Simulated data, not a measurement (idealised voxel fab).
process module | voxel transistor to metal
cross-section cut | 160 nm wide | cells 5 nm
A cross-section is a grid of square cells, given in bands from the top down. A band is one or more rows of cells.
Each band's line starts with the height of the band's top and of its bottom, in nm. Then come its materials from left to right, each with its width in nm. One material with "throughout" fills the band from edge to edge. "air" is empty space.
Height 0 is the level under which the wafer as received is all one material. The lowest band goes on downwards, as in "0 down".
A width such as "30 to 40" changes by the same amount from each row of cells to the next, from the band's top row to its bottom row.
"no change" after a step means that no cell of the cross-section changed.
closed voids: empty space of 8 cells or more with no open way to the top, each as width x height at its distance from the left edge, in nm
after a step's settings: what the simulator itself notes on the step
overlay nm, on a step with a mask: how far to the right of its planned place the mask lay; to the left if negative
plan
1 op RECEIVE | material Si
2 op OXIDIZE | depth nm 5
3 op CONFORMAL_DEP | material SiN | thk nm 15
4 op DIRECTIONAL_DEP | material aC | thk nm 10
5 op PATTERN | tone cover | mask id ACTIVE | material resist | width nm 125 | thk nm 30 | overlay nm 0
6 op DIRECTIONAL_ETCH | etch materials aC | depth nm 10
7 op STRIP | etch materials resist
8 op DIRECTIONAL_ETCH | etch materials SiN | depth nm 15
9 op DIRECTIONAL_ETCH | etch materials SiO2 | depth nm 5
10 op DIRECTIONAL_ETCH | etch materials Si | depth nm 30
11 op STRIP | etch materials aC
12 op OXIDIZE | depth nm 5
13 op FILL_DEP | material SiO2 | thk nm 15
14 op CMP | height nm 15
15 op SELECTIVE_ETCH | etch materials SiO2 | depth nm 10
16 op STRIP | etch materials SiN
17 op SELECTIVE_ETCH | etch materials SiO2 | depth nm 5
18 op OXIDIZE | depth nm 5
19 op DIRECTIONAL_DEP | material polySi | thk nm 20
20 op DIRECTIONAL_DEP | material SiCN | thk nm 10
21 op DIRECTIONAL_DEP | material aC | thk nm 10
22 op PATTERN | tone cover | mask id GATE | material resist | width nm 25 | thk nm 30 | overlay nm 0
23 op DIRECTIONAL_ETCH | etch materials aC | depth nm 10
24 op STRIP | etch materials resist
25 op DIRECTIONAL_ETCH | etch materials SiCN | depth nm 20
26 op DIRECTIONAL_ETCH | etch materials polySi | depth nm 30
27 op STRIP | etch materials aC
28 op CONFORMAL_DEP | material SiO2 | thk nm 5
29 op DIRECTIONAL_ETCH | etch materials SiO2 | depth nm 5
30 op CONFORMAL_DEP | material SiN | thk nm 5
31 op DIRECTIONAL_ETCH | etch materials SiN | depth nm 5
32 op DIRECTIONAL_ETCH | etch materials SiO2 | depth nm 5
33 op DIRECTIONAL_ETCH | etch materials Si | depth nm 5
34 op EPI | material nSi | thk nm 5
35 op FILL_DEP | material SiO2 | thk nm 10
36 op CMP | height nm 25
37 op DIRECTIONAL_DEP | material SiO2 | thk nm 15
38 op MASKED_ETCH | tone open | mask id CONTACT | width nm 20 | pitch nm 85 | etch materials SiO2 | depth nm 50 | overlay nm 0
39 op CONFORMAL_DEP | material TiN | thk nm 5
40 op FILL_DEP | material Ru | thk nm 5
41 op CMP | height nm 40
42 op DIRECTIONAL_DEP | material TiN | thk nm 5
43 op DIRECTIONAL_DEP | material Ru | thk nm 20
44 op PATTERN | tone cover | mask id METAL_1 | material resist | width nm 20 | pitch nm 85 | thk nm 20 | overlay nm 0
45 op DIRECTIONAL_ETCH | etch materials Ru | depth nm 20
46 op DIRECTIONAL_ETCH | etch materials TiN | depth nm 5
47 op STRIP | etch materials resist
48 op CONFORMAL_DEP | material SiN | thk nm 5
49 op FILL_DEP | material SiO2 | thk nm 10
50 op CMP | height nm 65
51 op CONFORMAL_DEP | material SiCN | thk nm 5
first wafer, as planned
as received, after step 1
  0 down: Si throughout
  closed voids: none
after step 2
  0 to -5: SiO2 throughout
  below -5: unchanged
after step 3
  15 to 0: SiN throughout
  below 0: unchanged
after step 4
  25 to 15: aC throughout
  below 15: unchanged
after step 5
  55 to 25: air 15 | resist 125 | air 20
  below 25: unchanged
after step 6
  45 to 25: air 15 | resist 125 | air 20
  25 to 15: air 15 | aC 125 | air 20
  below 15: unchanged
after step 7
  25 to 15: air 15 | aC 125 | air 20
  below 15: unchanged
after step 8
  25 to 15: air 15 | aC 125 | air 20
  15 to 0: air 15 | SiN 125 | air 20
  below 0: unchanged
after step 9
  25 to 15: air 15 | aC 125 | air 20
  15 to 0: air 15 | SiN 125 | air 20
  0 to -5: air 15 | SiO2 125 | air 20
  below -5: unchanged
after step 10
  25 to 15: air 15 | aC 125 | air 20
  15 to 0: air 15 | SiN 125 | air 20
  0 to -5: air 15 | SiO2 125 | air 20
  -5 to -35: air 15 | Si 125 | air 20
  below -35: unchanged
after step 11
  15 to 0: air 15 | SiN 125 | air 20
  below 0: unchanged
after step 12
  15 to 0: air 15 | SiN 125 | air 20
  0 to -5: air 15 | SiO2 125 | air 20
  -5 to -35: air 15 | SiO2 5 | Si 115 | SiO2 5 | air 20
  -35 to -40: SiO2 20 | Si 115 | SiO2 25
  below -40: unchanged
after step 13
  30 to 15: SiO2 throughout
  15 to 0: SiO2 15 | SiN 125 | SiO2 20
  0 to -5: SiO2 throughout
  -5 to -40: SiO2 20 | Si 115 | SiO2 25
  below -40: unchanged
after step 14
  15 to 0: SiO2 15 | SiN 125 | SiO2 20
  below 0: unchanged
after step 15
  15 to 5: air 15 | SiN 125 | air 20
  below 5: unchanged
after step 16
  5 to 0: SiO2 15 | air 125 | SiO2 20
  below 0: unchanged
after step 17
  0 to -5: SiO2 10 | air 135 | SiO2 15
  below -5: unchanged
after step 18
  0 to -5: SiO2 10 | air 135 | SiO2 15
  -5 to -10: SiO2 throughout
  below -10: unchanged
after step 19
  20 to 15: polySi 10 | air 135 | polySi 15
  15 to 0: polySi throughout
  0 to -5: SiO2 10 | polySi 135 | SiO2 15
  below -5: unchanged
after step 20
  30 to 25: SiCN 10 | air 135 | SiCN 15
  25 to 20: SiCN throughout
  20 to 15: polySi 10 | SiCN 135 | polySi 15
  below 15: unchanged
after step 21
  40 to 35: aC 10 | air 135 | aC 15
  35 to 30: aC throughout
  30 to 25: SiCN 10 | aC 135 | SiCN 15
  below 25: unchanged
after step 22
  70 to 40: air 65 | resist 25 | air 70
  40 to 35: aC 10 | air 55 | resist 25 | air 55 | aC 15
  below 35: unchanged
after step 23
  60 to 35: air 65 | resist 25 | air 70
  35 to 30: air 65 | aC 25 | air 70
  30 to 25: SiCN 10 | air 55 | aC 25 | air 55 | SiCN 15
  below 25: unchanged
after step 24
  35 to 30: air 65 | aC 25 | air 70
  below 30: unchanged
after step 25
  35 to 25: air 65 | aC 25 | air 70
  25 to 20: air 65 | SiCN 25 | air 70
  20 to 15: polySi 10 | air 55 | SiCN 25 | air 55 | polySi 15
  below 15: unchanged
after step 26
  35 to 25: air 65 | aC 25 | air 70
  25 to 15: air 65 | SiCN 25 | air 70
  15 to 0: air 65 | polySi 25 | air 70
  0 to -5: SiO2 10 | air 55 | polySi 25 | air 55 | SiO2 15
  below -5: unchanged
after step 27
  25 to 15: air 65 | SiCN 25 | air 70
  below 15: unchanged
after step 28
  30 to 25: air 60 | SiO2 35 | air 65
  25 to 15: air 60 | SiO2 5 | SiCN 25 | SiO2 5 | air 65
  15 to 5: air 60 | SiO2 5 | polySi 25 | SiO2 5 | air 65
  5 to 0: SiO2 15 | air 45 | SiO2 5 | polySi 25 | SiO2 5 | air 45 | SiO2 20
  0 to -5: SiO2 65 | polySi 25 | SiO2 70
  below -5: unchanged
after step 29
  25 to 15: air 60 | SiO2 5 | SiCN 25 | SiO2 5 | air 65
  15 to 0: air 60 | SiO2 5 | polySi 25 | SiO2 5 | air 65
  0 to -5: SiO2 15 | air 45 | SiO2 5 | polySi 25 | SiO2 5 | air 45 | SiO2 20
  below -5: unchanged
after step 30
  30 to 25: air 55 | SiN 45 | air 60
  25 to 15: air 55 | SiN 5 | SiO2 5 | SiCN 25 | SiO2 5 | SiN 5 | air 60
  15 to 5: air 55 | SiN 5 | SiO2 5 | polySi 25 | SiO2 5 | SiN 5 | air 60
  5 to 0: SiN 20 | air 35 | SiN 5 | SiO2 5 | polySi 25 | SiO2 5 | SiN 5 | air 35 | SiN 25
  0 to -5: SiO2 15 | SiN 45 | SiO2 5 | polySi 25 | SiO2 5 | SiN 45 | SiO2 20
  below -5: unchanged
after step 31
  25 to 15: air 55 | SiN 5 | SiO2 5 | SiCN 25 | SiO2 5 | SiN 5 | air 60
  15 to 0: air 55 | SiN 5 | SiO2 5 | polySi 25 | SiO2 5 | SiN 5 | air 60
  0 to -5: SiO2 15 | SiN 5 | air 35 | SiN 5 | SiO2 5 | polySi 25 | SiO2 5 | SiN 5 | air 35 | SiN 5 | SiO2 20
  below -5: unchanged
after step 32
  25 to 20: air 55 | SiN 5 | air 5 | SiCN 25 | air 5 | SiN 5 | air 60
  20 to 15: air 55 | SiN 5 | SiO2 5 | SiCN 25 | SiO2 5 | SiN 5 | air 60
  15 to 0: air 55 | SiN 5 | SiO2 5 | polySi 25 | SiO2 5 | SiN 5 | air 60
  0 to -5: air 15 | SiN 5 | air 35 | SiN 5 | SiO2 5 | polySi 25 | SiO2 5 | SiN 5 | air 35 | SiN 5 | air 20
  -5 to -10: SiO2 20 | air 35 | SiO2 45 | air 35 | SiO2 25
  below -10: unchanged
after step 33
  25 to 20: air 55 | SiN 5 | air 5 | SiCN 25 | air 5 | SiN 5 | air 60
  20 to 15: air 55 | SiN 5 | SiO2 5 | SiCN 25 | SiO2 5 | SiN 5 | air 60
  15 to 0: air 55 | SiN 5 | SiO2 5 | polySi 25 | SiO2 5 | SiN 5 | air 60
  0 to -5: air 15 | SiN 5 | air 35 | SiN 5 | SiO2 5 | polySi 25 | SiO2 5 | SiN 5 | air 35 | SiN 5 | air 20
  -5 to -10: SiO2 20 | air 35 | SiO2 45 | air 35 | SiO2 25
  -10 to -15: SiO2 20 | air 35 | Si 45 | air 35 | SiO2 25
  below -15: unchanged
after step 34
  25 to 20: air 55 | SiN 5 | air 5 | SiCN 25 | air 5 | SiN 5 | air 60
  20 to 15: air 55 | SiN 5 | SiO2 5 | SiCN 25 | SiO2 5 | SiN 5 | air 60
  15 to 0: air 55 | SiN 5 | SiO2 5 | polySi 25 | SiO2 5 | SiN 5 | air 60
  0 to -5: air 15 | SiN 5 | air 35 | SiN 5 | SiO2 5 | polySi 25 | SiO2 5 | SiN 5 | air 35 | SiN 5 | air 20
  -5 to -10: SiO2 20 | air 30 | nSi 5 | SiO2 45 | nSi 5 | air 30 | SiO2 25
  -10 to -15: SiO2 20 | nSi 35 | Si 45 | nSi 35 | SiO2 25
  below -15: unchanged
after step 35
  35 to 25: SiO2 throughout
  25 to 15: SiO2 55 | SiN 5 | SiO2 5 | SiCN 25 | SiO2 5 | SiN 5 | SiO2 60
  15 to 0: SiO2 55 | SiN 5 | SiO2 5 | polySi 25 | SiO2 5 | SiN 5 | SiO2 60
  0 to -5: SiO2 15 | SiN 5 | SiO2 35 | SiN 5 | SiO2 5 | polySi 25 | SiO2 5 | SiN 5 | SiO2 35 | SiN 5 | SiO2 20
  -5 to -10: SiO2 50 | nSi 5 | SiO2 45 | nSi 5 | SiO2 55
  below -10: unchanged
after step 36
  25 to 15: SiO2 55 | SiN 5 | SiO2 5 | SiCN 25 | SiO2 5 | SiN 5 | SiO2 60
  below 15: unchanged
after step 37
  40 to 25: SiO2 throughout
  below 25: unchanged
after step 38
  40 to 25: SiO2 25 | air 20 | SiO2 65 | air 20 | SiO2 30
  25 to 15: SiO2 25 | air 20 | SiO2 10 | SiN 5 | SiO2 5 | SiCN 25 | SiO2 5 | SiN 5 | SiO2 10 | air 20 | SiO2 30
  15 to 0: SiO2 25 | air 20 | SiO2 10 | SiN 5 | SiO2 5 | polySi 25 | SiO2 5 | SiN 5 | SiO2 10 | air 20 | SiO2 30
  0 to -5: SiO2 15 | SiN 5 | SiO2 5 | air 20 | SiO2 10 | SiN 5 | SiO2 5 | polySi 25 | SiO2 5 | SiN 5 | SiO2 10 | air 20 | SiO2 5 | SiN 5 | SiO2 20
  -5 to -10: SiO2 25 | air 20 | SiO2 5 | nSi 5 | SiO2 45 | nSi 5 | SiO2 5 | air 20 | SiO2 30
  below -10: unchanged
after step 39
  45 to 40: TiN 30 | air 10 | TiN 75 | air 10 | TiN 35
  40 to 25: SiO2 25 | TiN 5 | air 10 | TiN 5 | SiO2 65 | TiN 5 | air 10 | TiN 5 | SiO2 30
  25 to 15: SiO2 25 | TiN 5 | air 10 | TiN 5 | SiO2 10 | SiN 5 | SiO2 5 | SiCN 25 | SiO2 5 | SiN 5 | SiO2 10 | TiN 5 | air 10 | TiN 5 | SiO2 30
  15 to 0: SiO2 25 | TiN 5 | air 10 | TiN 5 | SiO2 10 | SiN 5 | SiO2 5 | polySi 25 | SiO2 5 | SiN 5 | SiO2 10 | TiN 5 | air 10 | TiN 5 | SiO2 30
  0 to -5: SiO2 15 | SiN 5 | SiO2 5 | TiN 5 | air 10 | TiN 5 | SiO2 10 | SiN 5 | SiO2 5 | polySi 25 | SiO2 5 | SiN 5 | SiO2 10 | TiN 5 | air 10 | TiN 5 | SiO2 5 | SiN 5 | SiO2 20
  -5 to -10: SiO2 25 | TiN 20 | SiO2 5 | nSi 5 | SiO2 45 | nSi 5 | SiO2 5 | TiN 20 | SiO2 30
  below -10: unchanged
after step 40
  50 to 45: Ru throughout
  45 to 40: TiN 30 | Ru 10 | TiN 75 | Ru 10 | TiN 35
  40 to 25: SiO2 25 | TiN 5 | Ru 10 | TiN 5 | SiO2 65 | TiN 5 | Ru 10 | TiN 5 | SiO2 30
  25 to 15: SiO2 25 | TiN 5 | Ru 10 | TiN 5 | SiO2 10 | SiN 5 | SiO2 5 | SiCN 25 | SiO2 5 | SiN 5 | SiO2 10 | TiN 5 | Ru 10 | TiN 5 | SiO2 30
  15 to 0: SiO2 25 | TiN 5 | Ru 10 | TiN 5 | SiO2 10 | SiN 5 | SiO2 5 | polySi 25 | SiO2 5 | SiN 5 | SiO2 10 | TiN 5 | Ru 10 | TiN 5 | SiO2 30
  0 to -5: SiO2 15 | SiN 5 | SiO2 5 | TiN 5 | Ru 10 | TiN 5 | SiO2 10 | SiN 5 | SiO2 5 | polySi 25 | SiO2 5 | SiN 5 | SiO2 10 | TiN 5 | Ru 10 | TiN 5 | SiO2 5 | SiN 5 | SiO2 20
  below -5: unchanged
after step 41
  40 to 25: SiO2 25 | TiN 5 | Ru 10 | TiN 5 | SiO2 65 | TiN 5 | Ru 10 | TiN 5 | SiO2 30
  below 25: unchanged
after step 42
  45 to 40: TiN throughout
  below 40: unchanged
after step 43
  65 to 45: Ru throughout
  below 45: unchanged
after step 44
  85 to 65: air 25 | resist 20 | air 65 | resist 20 | air 30
  below 65: unchanged
after step 45
  85 to 65: air 25 | resist 20 | air 65 | resist 20 | air 30
  65 to 45: air 25 | Ru 20 | air 65 | Ru 20 | air 30
  below 45: unchanged
after step 46
  85 to 65: air 25 | resist 20 | air 65 | resist 20 | air 30
  65 to 45: air 25 | Ru 20 | air 65 | Ru 20 | air 30
  45 to 40: air 25 | TiN 20 | air 65 | TiN 20 | air 30
  below 40: unchanged
after step 47
  65 to 45: air 25 | Ru 20 | air 65 | Ru 20 | air 30
  below 45: unchanged
after step 48
  70 to 65: air 20 | SiN 30 | air 55 | SiN 30 | air 25
  65 to 45: air 20 | SiN 5 | Ru 20 | SiN 5 | air 55 | SiN 5 | Ru 20 | SiN 5 | air 25
  45 to 40: SiN 25 | TiN 20 | SiN 65 | TiN 20 | SiN 30
  below 40: unchanged
after step 49
  80 to 70: SiO2 throughout
  70 to 65: SiO2 20 | SiN 30 | SiO2 55 | SiN 30 | SiO2 25
  65 to 45: SiO2 20 | SiN 5 | Ru 20 | SiN 5 | SiO2 55 | SiN 5 | Ru 20 | SiN 5 | SiO2 25
  below 45: unchanged
after step 50
  65 to 45: SiO2 20 | SiN 5 | Ru 20 | SiN 5 | SiO2 55 | SiN 5 | Ru 20 | SiN 5 | SiO2 25
  below 45: unchanged
after step 51
  70 to 65: SiCN throughout
  below 65: unchanged
second wafer: like start, like plan, one mistake. Through step 9 it matches the first wafer
when step 10 should have ended
  25 to 15: air 15 | aC 125 | air 20
  15 to 0: air 15 | SiN 125 | air 20
  0 to -5: air 15 | SiO2 125 | air 20
  -5 to -65: air 15 | Si 125 | air 20
  below -65: unchanged
when step 11 should have ended
  15 to 0: air 15 | SiN 125 | air 20
  below 0: unchanged
when step 12 should have ended
  15 to 0: air 15 | SiN 125 | air 20
  0 to -5: air 15 | SiO2 125 | air 20
  -5 to -65: air 15 | SiO2 5 | Si 115 | SiO2 5 | air 20
  -65 to -70: SiO2 20 | Si 115 | SiO2 25
  below -70: unchanged
when step 13 should have ended
  30 to 15: SiO2 throughout
  15 to 0: SiO2 15 | SiN 125 | SiO2 20
  0 to -5: SiO2 throughout
  -5 to -70: SiO2 20 | Si 115 | SiO2 25
  below -70: unchanged
when step 14 should have ended
  15 to 0: SiO2 15 | SiN 125 | SiO2 20
  below 0: unchanged
when step 15 should have ended
  15 to 5: air 15 | SiN 125 | air 20
  below 5: unchanged
when step 16 should have ended
  5 to 0: SiO2 15 | air 125 | SiO2 20
  below 0: unchanged
when step 17 should have ended
  0 to -5: SiO2 10 | air 135 | SiO2 15
  below -5: unchanged
when step 18 should have ended
  0 to -5: SiO2 10 | air 135 | SiO2 15
  -5 to -10: SiO2 throughout
  below -10: unchanged
when step 19 should have ended
  20 to 15: polySi 10 | air 135 | polySi 15
  15 to 0: polySi throughout
  0 to -5: SiO2 10 | polySi 135 | SiO2 15
  below -5: unchanged
when step 20 should have ended
  30 to 25: SiCN 10 | air 135 | SiCN 15
  25 to 20: SiCN throughout
  20 to 15: polySi 10 | SiCN 135 | polySi 15
  below 15: unchanged
when step 21 should have ended
  40 to 35: aC 10 | air 135 | aC 15
  35 to 30: aC throughout
  30 to 25: SiCN 10 | aC 135 | SiCN 15
  below 25: unchanged
when step 22 should have ended
  70 to 40: air 65 | resist 25 | air 70
  40 to 35: aC 10 | air 55 | resist 25 | air 55 | aC 15
  below 35: unchanged
when step 23 should have ended
  60 to 35: air 65 | resist 25 | air 70
  35 to 30: air 65 | aC 25 | air 70
  30 to 25: SiCN 10 | air 55 | aC 25 | air 55 | SiCN 15
  below 25: unchanged
when step 24 should have ended
  35 to 30: air 65 | aC 25 | air 70
  below 30: unchanged
when step 25 should have ended
  35 to 25: air 65 | aC 25 | air 70
  25 to 20: air 65 | SiCN 25 | air 70
  20 to 15: polySi 10 | air 55 | SiCN 25 | air 55 | polySi 15
  below 15: unchanged
when step 26 should have ended
  35 to 25: air 65 | aC 25 | air 70
  25 to 15: air 65 | SiCN 25 | air 70
  15 to 0: air 65 | polySi 25 | air 70
  0 to -5: SiO2 10 | air 55 | polySi 25 | air 55 | SiO2 15
  below -5: unchanged
when step 27 should have ended
  25 to 15: air 65 | SiCN 25 | air 70
  below 15: unchanged
when step 28 should have ended
  30 to 25: air 60 | SiO2 35 | air 65
  25 to 15: air 60 | SiO2 5 | SiCN 25 | SiO2 5 | air 65
  15 to 5: air 60 | SiO2 5 | polySi 25 | SiO2 5 | air 65
  5 to 0: SiO2 15 | air 45 | SiO2 5 | polySi 25 | SiO2 5 | air 45 | SiO2 20
  0 to -5: SiO2 65 | polySi 25 | SiO2 70
  below -5: unchanged
when step 29 should have ended
  25 to 15: air 60 | SiO2 5 | SiCN 25 | SiO2 5 | air 65
  15 to 0: air 60 | SiO2 5 | polySi 25 | SiO2 5 | air 65
  0 to -5: SiO2 15 | air 45 | SiO2 5 | polySi 25 | SiO2 5 | air 45 | SiO2 20
  below -5: unchanged
when step 30 should have ended
  30 to 25: air 55 | SiN 45 | air 60
  25 to 15: air 55 | SiN 5 | SiO2 5 | SiCN 25 | SiO2 5 | SiN 5 | air 60
  15 to 5: air 55 | SiN 5 | SiO2 5 | polySi 25 | SiO2 5 | SiN 5 | air 60
  5 to 0: SiN 20 | air 35 | SiN 5 | SiO2 5 | polySi 25 | SiO2 5 | SiN 5 | air 35 | SiN 25
  0 to -5: SiO2 15 | SiN 45 | SiO2 5 | polySi 25 | SiO2 5 | SiN 45 | SiO2 20
  below -5: unchanged
when step 31 should have ended
  25 to 15: air 55 | SiN 5 | SiO2 5 | SiCN 25 | SiO2 5 | SiN 5 | air 60
  15 to 0: air 55 | SiN 5 | SiO2 5 | polySi 25 | SiO2 5 | SiN 5 | air 60
  0 to -5: SiO2 15 | SiN 5 | air 35 | SiN 5 | SiO2 5 | polySi 25 | SiO2 5 | SiN 5 | air 35 | SiN 5 | SiO2 20
  below -5: unchanged
when step 32 should have ended
  25 to 20: air 55 | SiN 5 | air 5 | SiCN 25 | air 5 | SiN 5 | air 60
  20 to 15: air 55 | SiN 5 | SiO2 5 | SiCN 25 | SiO2 5 | SiN 5 | air 60
  15 to 0: air 55 | SiN 5 | SiO2 5 | polySi 25 | SiO2 5 | SiN 5 | air 60
  0 to -5: air 15 | SiN 5 | air 35 | SiN 5 | SiO2 5 | polySi 25 | SiO2 5 | SiN 5 | air 35 | SiN 5 | air 20
  -5 to -10: SiO2 20 | air 35 | SiO2 45 | air 35 | SiO2 25
  below -10: unchanged
when step 33 should have ended
  25 to 20: air 55 | SiN 5 | air 5 | SiCN 25 | air 5 | SiN 5 | air 60
  20 to 15: air 55 | SiN 5 | SiO2 5 | SiCN 25 | SiO2 5 | SiN 5 | air 60
  15 to 0: air 55 | SiN 5 | SiO2 5 | polySi 25 | SiO2 5 | SiN 5 | air 60
  0 to -5: air 15 | SiN 5 | air 35 | SiN 5 | SiO2 5 | polySi 25 | SiO2 5 | SiN 5 | air 35 | SiN 5 | air 20
  -5 to -10: SiO2 20 | air 35 | SiO2 45 | air 35 | SiO2 25
  -10 to -15: SiO2 20 | air 35 | Si 45 | air 35 | SiO2 25
  below -15: unchanged
when step 34 should have ended
  25 to 20: air 55 | SiN 5 | air 5 | SiCN 25 | air 5 | SiN 5 | air 60
  20 to 15: air 55 | SiN 5 | SiO2 5 | SiCN 25 | SiO2 5 | SiN 5 | air 60
  15 to 0: air 55 | SiN 5 | SiO2 5 | polySi 25 | SiO2 5 | SiN 5 | air 60
  0 to -5: air 15 | SiN 5 | air 35 | SiN 5 | SiO2 5 | polySi 25 | SiO2 5 | SiN 5 | air 35 | SiN 5 | air 20
  -5 to -10: SiO2 20 | air 30 | nSi 5 | SiO2 45 | nSi 5 | air 30 | SiO2 25
  -10 to -15: SiO2 20 | nSi 35 | Si 45 | nSi 35 | SiO2 25
  below -15: unchanged
when step 35 should have ended
  35 to 25: SiO2 throughout
  25 to 15: SiO2 55 | SiN 5 | SiO2 5 | SiCN 25 | SiO2 5 | SiN 5 | SiO2 60
  15 to 0: SiO2 55 | SiN 5 | SiO2 5 | polySi 25 | SiO2 5 | SiN 5 | SiO2 60
  0 to -5: SiO2 15 | SiN 5 | SiO2 35 | SiN 5 | SiO2 5 | polySi 25 | SiO2 5 | SiN 5 | SiO2 35 | SiN 5 | SiO2 20
  -5 to -10: SiO2 50 | nSi 5 | SiO2 45 | nSi 5 | SiO2 55
  below -10: unchanged
when step 36 should have ended
  25 to 15: SiO2 55 | SiN 5 | SiO2 5 | SiCN 25 | SiO2 5 | SiN 5 | SiO2 60
  below 15: unchanged
when step 37 should have ended
  40 to 25: SiO2 throughout
  below 25: unchanged
when step 38 should have ended
  40 to 25: SiO2 25 | air 20 | SiO2 65 | air 20 | SiO2 30
  25 to 15: SiO2 25 | air 20 | SiO2 10 | SiN 5 | SiO2 5 | SiCN 25 | SiO2 5 | SiN 5 | SiO2 10 | air 20 | SiO2 30
  15 to 0: SiO2 25 | air 20 | SiO2 10 | SiN 5 | SiO2 5 | polySi 25 | SiO2 5 | SiN 5 | SiO2 10 | air 20 | SiO2 30
  0 to -5: SiO2 15 | SiN 5 | SiO2 5 | air 20 | SiO2 10 | SiN 5 | SiO2 5 | polySi 25 | SiO2 5 | SiN 5 | SiO2 10 | air 20 | SiO2 5 | SiN 5 | SiO2 20
  -5 to -10: SiO2 25 | air 20 | SiO2 5 | nSi 5 | SiO2 45 | nSi 5 | SiO2 5 | air 20 | SiO2 30
  below -10: unchanged
when step 39 should have ended
  45 to 40: TiN 30 | air 10 | TiN 75 | air 10 | TiN 35
  40 to 25: SiO2 25 | TiN 5 | air 10 | TiN 5 | SiO2 65 | TiN 5 | air 10 | TiN 5 | SiO2 30
  25 to 15: SiO2 25 | TiN 5 | air 10 | TiN 5 | SiO2 10 | SiN 5 | SiO2 5 | SiCN 25 | SiO2 5 | SiN 5 | SiO2 10 | TiN 5 | air 10 | TiN 5 | SiO2 30
  15 to 0: SiO2 25 | TiN 5 | air 10 | TiN 5 | SiO2 10 | SiN 5 | SiO2 5 | polySi 25 | SiO2 5 | SiN 5 | SiO2 10 | TiN 5 | air 10 | TiN 5 | SiO2 30
  0 to -5: SiO2 15 | SiN 5 | SiO2 5 | TiN 5 | air 10 | TiN 5 | SiO2 10 | SiN 5 | SiO2 5 | polySi 25 | SiO2 5 | SiN 5 | SiO2 10 | TiN 5 | air 10 | TiN 5 | SiO2 5 | SiN 5 | SiO2 20
  -5 to -10: SiO2 25 | TiN 20 | SiO2 5 | nSi 5 | SiO2 45 | nSi 5 | SiO2 5 | TiN 20 | SiO2 30
  below -10: unchanged
when step 40 should have ended
  50 to 45: Ru throughout
  45 to 40: TiN 30 | Ru 10 | TiN 75 | Ru 10 | TiN 35
  40 to 25: SiO2 25 | TiN 5 | Ru 10 | TiN 5 | SiO2 65 | TiN 5 | Ru 10 | TiN 5 | SiO2 30
  25 to 15: SiO2 25 | TiN 5 | Ru 10 | TiN 5 | SiO2 10 | SiN 5 | SiO2 5 | SiCN 25 | SiO2 5 | SiN 5 | SiO2 10 | TiN 5 | Ru 10 | TiN 5 | SiO2 30
  15 to 0: SiO2 25 | TiN 5 | Ru 10 | TiN 5 | SiO2 10 | SiN 5 | SiO2 5 | polySi 25 | SiO2 5 | SiN 5 | SiO2 10 | TiN 5 | Ru 10 | TiN 5 | SiO2 30
  0 to -5: SiO2 15 | SiN 5 | SiO2 5 | TiN 5 | Ru 10 | TiN 5 | SiO2 10 | SiN 5 | SiO2 5 | polySi 25 | SiO2 5 | SiN 5 | SiO2 10 | TiN 5 | Ru 10 | TiN 5 | SiO2 5 | SiN 5 | SiO2 20
  below -5: unchanged
when step 41 should have ended
  40 to 25: SiO2 25 | TiN 5 | Ru 10 | TiN 5 | SiO2 65 | TiN 5 | Ru 10 | TiN 5 | SiO2 30
  below 25: unchanged
when step 42 should have ended
  45 to 40: TiN throughout
  below 40: unchanged
when step 43 should have ended
  65 to 45: Ru throughout
  below 45: unchanged
when step 44 should have ended
  85 to 65: air 25 | resist 20 | air 65 | resist 20 | air 30
  below 65: unchanged
when step 45 should have ended
  85 to 65: air 25 | resist 20 | air 65 | resist 20 | air 30
  65 to 45: air 25 | Ru 20 | air 65 | Ru 20 | air 30
  below 45: unchanged
when step 46 should have ended
  85 to 65: air 25 | resist 20 | air 65 | resist 20 | air 30
  65 to 45: air 25 | Ru 20 | air 65 | Ru 20 | air 30
  45 to 40: air 25 | TiN 20 | air 65 | TiN 20 | air 30
  below 40: unchanged
when step 47 should have ended
  65 to 45: air 25 | Ru 20 | air 65 | Ru 20 | air 30
  below 45: unchanged
when step 48 should have ended
  70 to 65: air 20 | SiN 30 | air 55 | SiN 30 | air 25
  65 to 45: air 20 | SiN 5 | Ru 20 | SiN 5 | air 55 | SiN 5 | Ru 20 | SiN 5 | air 25
  45 to 40: SiN 25 | TiN 20 | SiN 65 | TiN 20 | SiN 30
  below 40: unchanged
when step 49 should have ended
  80 to 70: SiO2 throughout
  70 to 65: SiO2 20 | SiN 30 | SiO2 55 | SiN 30 | SiO2 25
  65 to 45: SiO2 20 | SiN 5 | Ru 20 | SiN 5 | SiO2 55 | SiN 5 | Ru 20 | SiN 5 | SiO2 25
  below 45: unchanged
when step 50 should have ended
  65 to 45: SiO2 20 | SiN 5 | Ru 20 | SiN 5 | SiO2 55 | SiN 5 | Ru 20 | SiN 5 | SiO2 25
  below 45: unchanged
when step 51 should have ended
  70 to 65: SiCN throughout
  below 65: unchanged
what went wrong: step 10 was run twice
at the end the second wafer has, in cells: 54 fewer of Si | 54 more of SiO2
